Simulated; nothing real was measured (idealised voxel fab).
Process module in this document: voxel wiring stack
This is section cut - it's 210 nm across, gridded in 5 nm square cells.
In what follows, cross-sections appear as grids of square cells, described through bands that run from the top down, where every band is one or more rows of cells.
Quick guide to a band line: top height, bottom height (nm) up front; then every material left to right with its width in nm. Only one material and it's marked "edge to edge"? Then it fills the band edge to edge. And "empty" just means empty space.
Height 0 is the level under which the wafer as received is all one material. The lowest band goes on downwards, as in "z 0 and below".
The two numbers in a width such as "30->40" mark its ends across the band: the first belongs to the top row of cells, the second to the bottom row, and from each row to the next the width moves by the same amount.
Step note "same as before" = no cross-section cell changed.
Entry "Completely sealed voids". Content: empty spaces with no open connection to the top, size 8 cells or greater. Each: width x height at distance. Distance: from left edge. Unit: nm.
Past the settings on a step's line: simulator remark, on that step.
overlay nm: step with mask; distance mask lay right of planned place; negative value = left of planned place.
List of planned process steps:
- 1: op RECEIVE | material Si
- 2: op CONFORMAL_DEP | material SiO2 | thk nm 15
- 3: op DIRECTIONAL_DEP | material TiN | thk nm 5
- 4: op DIRECTIONAL_DEP | material Ru | thk nm 25
- 5: op DIRECTIONAL_DEP | material aC | thk nm 15
- 6: op PATTERN | tone cover | mask id METAL_1 | material resist | width nm 30 | pitch nm 55 | thk nm 35 | overlay nm 0
- 7: op DIRECTIONAL_ETCH | etch materials aC | depth nm 15
- 8: op STRIP | etch materials resist
- 9: op DIRECTIONAL_ETCH | etch materials Ru | depth nm 25
- 10: op DIRECTIONAL_ETCH | etch materials TiN | depth nm 5
- 11: op STRIP | etch materials aC
- 12: op CONFORMAL_DEP | material SiN | thk nm 5
- 13: op FILL_DEP | material SiO2 | thk nm 5
- 14: op CMP | height nm 45
- 15: op CONFORMAL_DEP | material SiCN | thk nm 5
- 16: op DIRECTIONAL_DEP | material SiO2 | thk nm 35
- 17: op MASKED_ETCH | tone open | mask id METAL_2_HOLES | width nm 15 | pitch nm 55 | etch materials SiO2 | depth nm 35 | overlay nm 0
- 18: op MASKED_ETCH | tone open | mask id METAL_2 | width nm 30 | pitch nm 55 | etch materials SiO2 | depth nm 20 | overlay nm 0
- 19: op MASKED_ETCH | tone open | mask id METAL_2 | width nm 30 | pitch nm 55 | etch materials SiCN | depth nm 5 | overlay nm 0
- 20: op CONFORMAL_DEP | material TiN | thk nm 5
- 21: op FILL_DEP | material Ru | thk nm 5
- 22: op CMP | height nm 85
- 23: op CONFORMAL_DEP | material SiCN | thk nm 5
- 24: op DIRECTIONAL_DEP | material lowk | thk nm 15
- 25: op PATTERN | tone open | mask id PLUG_2 | material resist | width nm 15 | thk nm 20 | overlay nm 0
- 26: op DIRECTIONAL_ETCH | etch materials lowk | depth nm 15
- 27: op DIRECTIONAL_ETCH | etch materials SiCN | depth nm 5
- 28: op STRIP | etch materials resist
- 29: op EPI | material Ru | thk nm 10
- 30: op EPI | material Ru | thk nm 10
- 31: op DIRECTIONAL_DEP | material TiN | thk nm 5
- 32: op DIRECTIONAL_DEP | material Ru | thk nm 15
- 33: op MASKED_ETCH | tone cover | mask id METAL_3 | width nm 30 | pitch nm 55 | etch materials Ru | depth nm 15 | overlay nm 0
- 34: op MASKED_ETCH | tone cover | mask id METAL_3 | width nm 30 | pitch nm 55 | etch materials TiN | depth nm 5 | overlay nm 0
- 35: op CONFORMAL_DEP | material SiN | thk nm 5
- 36: op FILL_DEP | material SiO2 | thk nm 10
- 37: op CMP | height nm 125
- 38: op CONFORMAL_DEP | material SiN | thk nm 5
The cross-section here shows the wafer as received, i.e. in its state after step 1:
z 0 and below: Si edge to edge
Completely sealed voids: none
Here's the cross-section of the first of our two wafers at the end of the module - it ran as planned:
z 130 to 125: SiN edge to edge
z 125 to 110: SiO2 (55); SiN (5); Ru (30); SiN (5); SiO2 (15); SiN (5); Ru (30); SiN (5); SiO2 (60)
z 110 to 105: SiN (60); TiN (30); SiN (25); TiN (30); SiN (65)
z 105 to 90: lowk (60); Ru (15); lowk (135)
z 90 to 85: SiCN (60); Ru (15); SiCN (135)
z 85 to 70: SiO2 (60); TiN (5); Ru (20); TiN (5); SiO2 (25); TiN (5); Ru (20); TiN (5); SiO2 (65)
z 70 to 65: SiO2 (60); TiN (5); Ru (5); TiN (20); SiO2 (25); TiN (5); Ru (5); TiN (20); SiO2 (65)
z 65 to 50: SiO2 (60); TiN (5); Ru (5); TiN (5); SiO2 (40); TiN (5); Ru (5); TiN (5); SiO2 (80)
z 50 to 45: SiCN (60); TiN (15); SiCN (40); TiN (15); SiCN (80)
z 45 to 20: SiO2 (55); SiN (5); Ru (30); SiN (5); SiO2 (15); SiN (5); Ru (30); SiN (5); SiO2 (60)
z 20 to 15: SiN (60); TiN (30); SiN (25); TiN (30); SiN (65)
z 15 to 0: SiO2 edge to edge
z 0 and below: Si edge to edge
Completely sealed voids: none
Same start, same plan as the first wafer - but one mistake in the run. Cross-section of the second of the two at the end of the module:
z 130 to 125: SiN edge to edge
z 125 to 120: SiO2 edge to edge
z 120 to 115: SiO2 (55); SiN (40); SiO2 (15); SiN (40); SiO2 (60)
z 115 to 110: SiO2 (55); SiN (5); Ru (30); SiN (5); SiO2 (15); SiN (5); Ru (30); SiN (5); SiO2 (60)
z 110 to 105: SiN (60); TiN (30); SiN (25); TiN (30); SiN (65)
z 105 to 90: lowk (60); Ru (15); lowk (135)
z 90 to 85: SiCN (60); Ru (15); SiCN (135)
z 85 to 70: SiO2 (60); TiN (5); Ru (20); TiN (5); SiO2 (25); TiN (5); Ru (20); TiN (5); SiO2 (65)
z 70 to 65: SiO2 (60); TiN (5); Ru (5); TiN (20); SiO2 (25); TiN (5); Ru (5); TiN (20); SiO2 (65)
z 65 to 50: SiO2 (60); TiN (5); Ru (5); TiN (5); SiO2 (40); TiN (5); Ru (5); TiN (5); SiO2 (80)
z 50 to 45: SiCN (60); TiN (15); SiCN (40); TiN (15); SiCN (80)
z 45 to 20: SiO2 (55); SiN (5); Ru (30); SiN (5); SiO2 (15); SiN (5); Ru (30); SiN (5); SiO2 (60)
z 20 to 15: SiN (60); TiN (30); SiN (25); TiN (30); SiN (65)
z 15 to 0: SiO2 edge to edge
z 0 and below: Si edge to edge
Completely sealed voids: none
Which mistake was made when the wafer was run? step 32, actual vs plan mismatch, actual run op DIRECTIONAL_DEP | material Ru | thk nm 5
Final tally in cells, some materials are higher or lower on the second wafer than on the first: -24 Ru | +8 SiN | +16 SiO2
